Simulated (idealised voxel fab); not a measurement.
process module | voxel transistor to metal
cross-section cut | 150 nm wide | cells 5 nm
A cross-section is a grid of square cells, given in bands from the top down. A band is one or more rows of cells.
Each band's line starts with the height of the band's top and of its bottom, in nm. Then come its materials from left to right, each with its width in nm. One material with "throughout" fills the band from edge to edge. "air" is empty space.
Height 0 is the level under which the wafer as received is all one material. The lowest band goes on downwards, as in "0 down".
A width such as "30 to 40" changes by the same amount from each row of cells to the next, from the band's top row to its bottom row.
"no change" after a step means that no cell of the cross-section changed.
closed voids: empty space of 8 cells or more with no open way to the top, each as width x height at its distance from the left edge, in nm
after a step's settings: what the simulator itself notes on the step
overlay nm, on a step with a mask: how far to the right of its planned place the mask lay; to the left if negative
plan
1 op RECEIVE | material Si
2 op CONFORMAL_DEP | material SiO2 | thk nm 5
3 op CONFORMAL_DEP | material SiN | thk nm 15
4 op DIRECTIONAL_DEP | material aC | thk nm 15
5 op PATTERN | tone cover | mask id ACTIVE | material resist | width nm 100 | thk nm 35 | overlay nm 0
6 op DIRECTIONAL_ETCH | etch materials aC | depth nm 15
7 op STRIP | etch materials resist
8 op DIRECTIONAL_ETCH | etch materials SiN | depth nm 15
9 op DIRECTIONAL_ETCH | etch materials SiO2 | depth nm 5
10 op DIRECTIONAL_ETCH | etch materials Si | depth nm 25
11 op STRIP | etch materials aC
12 op OXIDIZE | depth nm 5
13 op FILL_DEP | material SiO2 | thk nm 10
14 op CMP | height nm 20
15 op SELECTIVE_ETCH | etch materials SiO2 | depth nm 10
16 op STRIP | etch materials SiN
17 op SELECTIVE_ETCH | etch materials SiO2 | depth nm 5
18 op OXIDIZE | depth nm 5
19 op DIRECTIONAL_DEP | material polySi | thk nm 20
20 op DIRECTIONAL_DEP | material SiCN | thk nm 15
21 op PATTERN | tone cover | mask id GATE | material resist | width nm 20 | thk nm 15 | overlay nm 0
22 op DIRECTIONAL_ETCH | etch materials SiCN | depth nm 25
23 op DIRECTIONAL_ETCH | etch materials polySi | depth nm 30
24 op STRIP | etch materials resist
25 op CONFORMAL_DEP | material SiN | thk nm 10
26 op DIRECTIONAL_ETCH | etch materials SiN | depth nm 10
27 op DIRECTIONAL_ETCH | etch materials SiO2 | depth nm 5
28 op DIRECTIONAL_ETCH | etch materials Si | depth nm 15
29 op EPI | material nSi | thk nm 15
30 op FILL_DEP | material SiO2 | thk nm 5
31 op CMP | height nm 35
32 op DIRECTIONAL_DEP | material SiO2 | thk nm 15
33 op MASKED_ETCH | tone open | mask id CONTACT | width nm 30 | pitch nm 60 | etch materials SiO2 | depth nm 55 | overlay nm 0
34 op CONFORMAL_DEP | material TiN | thk nm 5
35 op FILL_DEP | material W | thk nm 10
36 op CMP | height nm 50
37 op CONFORMAL_DEP | material SiN | thk nm 5
38 op DIRECTIONAL_DEP | material SiO2 | thk nm 15
39 op MASKED_ETCH | tone open | mask id METAL_1 | width nm 15 | pitch nm 75 | etch materials SiO2 | depth nm 15 | overlay nm 0
40 op MASKED_ETCH | tone open | mask id METAL_1 | width nm 15 | pitch nm 75 | etch materials SiN | depth nm 5 | overlay nm 0
41 op CONFORMAL_DEP | material TiN | thk nm 5
42 op FILL_DEP | material Cu | thk nm 10
43 op CMP | height nm 70
44 op CONFORMAL_DEP | material SiCN | thk nm 5
45 op DIRECTIONAL_DEP | material SiO2 | thk nm 35
46 op PATTERN | tone open | mask id METAL_2 | material resist | width nm 15 | pitch nm 75 | thk nm 20 | overlay nm 0
47 op DIRECTIONAL_ETCH | etch materials SiO2 | depth nm 20
48 op STRIP | etch materials resist
49 op DIRECTIONAL_DEP | material aC | thk nm 15
50 op PATTERN | tone open | mask id METAL_2_HOLES | material resist | width nm 15 | pitch nm 75 | thk nm 30 | overlay nm 0
51 op DIRECTIONAL_ETCH | etch materials aC | depth nm 15
52 op STRIP | etch materials resist
53 op DIRECTIONAL_ETCH | etch materials SiO2 | depth nm 15
54 op DIRECTIONAL_ETCH | etch materials SiCN | depth nm 5
55 op STRIP | etch materials aC
56 op CONFORMAL_DEP | material TiN | thk nm 5
57 op FILL_DEP | material Cu | thk nm 5
58 op CMP | height nm 110
59 op CONFORMAL_DEP | material SiN | thk nm 5
as received, after step 1
  0 down: Si throughout
  closed voids: none
first wafer at the end, as planned
  115 to 110: SiN throughout
  110 to 75: SiO2 30 | TiN 5 | Cu 5 | TiN 5 | SiO2 60 | TiN 5 | Cu 5 | TiN 5 | SiO2 30
  75 to 70: SiCN 30 | TiN 15 | SiCN 60 | TiN 15 | SiCN 30
  70 to 55: SiO2 30 | TiN 5 | Cu 5 | TiN 5 | SiO2 60 | TiN 5 | Cu 5 | TiN 5 | SiO2 30
  55 to 50: SiN 30 | TiN 15 | SiN 60 | TiN 15 | SiN 30
  50 to 40: SiO2 30 | TiN 5 | W 20 | TiN 5 | SiO2 30 | TiN 5 | W 20 | TiN 5 | SiO2 30
  40 to 35: SiO2 30 | TiN 5 | W 15 | TiN 10 | SiO2 30 | TiN 10 | W 15 | TiN 5 | SiO2 30
  35 to 20: SiO2 30 | TiN 5 | W 15 | TiN 5 | SiN 10 | SiCN 20 | SiN 10 | TiN 5 | W 15 | TiN 5 | SiO2 30
  20 to 15: SiO2 30 | TiN 5 | W 15 | TiN 5 | SiN 10 | polySi 20 | SiN 10 | TiN 5 | W 15 | TiN 5 | SiO2 30
  15 to 10: SiO2 30 | TiN 25 | SiN 10 | polySi 20 | SiN 10 | TiN 25 | SiO2 30
  10 to 5: SiO2 30 | TiN 10 | nSi 15 | SiN 10 | polySi 20 | SiN 10 | nSi 15 | TiN 10 | SiO2 30
  5 to 0: SiO2 20 | SiN 10 | TiN 10 | nSi 15 | SiN 10 | polySi 20 | SiN 10 | nSi 15 | TiN 10 | SiN 10 | SiO2 20
  0 to -5: SiO2 30 | TiN 10 | nSi 15 | SiO2 40 | nSi 15 | TiN 10 | SiO2 30
  -5 to -20: SiO2 30 | nSi 25 | Si 40 | nSi 25 | SiO2 30
  -20 to -30: SiO2 30 | Si 90 | SiO2 30
  -30 down: Si throughout
  closed voids: none
second wafer at the end: like start, like plan, one mistake
  115 to 110: SiN throughout
  110 to 75: SiO2 30 | TiN 5 | Cu 5 | TiN 5 | SiO2 60 | TiN 5 | Cu 5 | TiN 5 | SiO2 30
  75 to 70: SiCN 30 | TiN 15 | SiCN 60 | TiN 15 | SiCN 30
  70 to 55: SiO2 30 | TiN 5 | Cu 5 | TiN 5 | SiO2 60 | TiN 5 | Cu 5 | TiN 5 | SiO2 30
  55 to 50: SiN 30 | TiN 15 | SiN 60 | TiN 15 | SiN 30
  50 to 40: SiO2 30 | TiN 5 | W 20 | TiN 5 | SiO2 30 | TiN 5 | W 20 | TiN 5 | SiO2 30
  40 to 35: SiO2 30 | TiN 5 | W 15 | TiN 10 | SiO2 30 | TiN 10 | W 15 | TiN 5 | SiO2 30
  35 to 30: SiO2 30 | TiN 5 | W 15 | TiN 5 | SiN 10 | SiCN 20 | SiN 10 | TiN 5 | W 15 | TiN 5 | SiO2 30
  30 to 25: SiO2 30 | TiN 25 | SiN 10 | SiCN 20 | SiN 10 | TiN 25 | SiO2 30
  25 to 20: SiO2 25 | nSi 30 | SiN 10 | SiCN 20 | SiN 10 | nSi 30 | SiO2 25
  20 to 5: SiO2 25 | nSi 30 | SiN 10 | polySi 20 | SiN 10 | nSi 30 | SiO2 25
  5 to 0: SiO2 20 | SiN 10 | nSi 25 | SiN 10 | polySi 20 | SiN 10 | nSi 25 | SiN 10 | SiO2 20
  0 to -5: SiO2 30 | nSi 25 | SiO2 40 | nSi 25 | SiO2 30
  -5 to -20: SiO2 30 | nSi 25 | Si 40 | nSi 25 | SiO2 30
  -20 to -30: SiO2 30 | Si 90 | SiO2 30
  -30 down: Si throughout
  closed voids: none
what went wrong: step 29 was run twice
at the end the second wafer has, in cells: 8 fewer of SiO2 | 24 fewer of TiN | 18 fewer of W | 50 more of nSi
